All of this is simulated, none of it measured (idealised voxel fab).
Process module heading - voxel double patterning
For reference, the cross-section in this document is cut, with width 275 nm and square cells of 5 nm.
A cross-section in this document is a grid of square cells, and it is written down as bands, the top band listed before the ones below it; a band is made up of one or more rows of cells. Top height, bottom height, nm. Materials left to right, width each, nm. Single material + "full width" = fills band edge to edge. "air" = empty. Height reference: 0 = level under which incoming wafer is all one material. Lowest band: no bottom, runs on downward, e.g. "from 0 down". The two numbers in a width such as "30 to 40" mark its ends across the band: the first belongs to the top row of cells, the second to the bottom row, and from each row to the next the width moves by the same amount. What does "all unchanged" mean for a step? It means no cell of the cross-section changed in that step. "closed voids" contains a list of empty spaces, each no smaller than 8 cells and without an open way to the top, written in the form width x height at distance with the distance from the left edge and all three in nm. Past the settings on a step's line: simulator remark, on that step. "overlay nm" on a masked step: distance the mask lay right of its planned place, negative for left.
List of planned process steps:
- 1: RECEIVE (material Si)
- 2: CONFORMAL_DEP (material SiO2; thk nm 10)
- 3: DIRECTIONAL_DEP (material polySi; thk nm 15)
- 4: DIRECTIONAL_DEP (material SiCN; thk nm 5)
- 5: MASKED_ETCH (tone open; mask id FIRST; width nm 15; pitch nm 50; etch materials SiCN; depth nm 5; overlay nm 0)
- 6: DIRECTIONAL_DEP (material aC; thk nm 10)
- 7: PATTERN (tone open; mask id SECOND; material resist; width nm 15; pitch nm 50; thk nm 25; overlay nm 0)
- 8: DIRECTIONAL_ETCH (etch materials aC; depth nm 10)
- 9: STRIP (etch materials resist)
- 10: DIRECTIONAL_ETCH (etch materials SiCN; depth nm 5)
- 11: STRIP (etch materials aC)
- 12: DIRECTIONAL_ETCH (etch materials polySi; depth nm 15)
- 13: STRIP (etch materials SiCN)
As-received state of the wafer in cross-section, equivalent to post-step 1:
> from 0 down  Si full width
> closed voids: none
Wafer at module end, in section. Began as above, planned as above, run with one mistake:
> from 15 to 0  polySi (80); air (15); polySi (10); air (15); polySi (10); air (15); polySi (10); air (15); polySi (10); air (15); polySi (80)
> from 0 down  Si full width
> closed voids: none
What broke from the plan during processing? step 2 of the plan never got run, it was skipped over
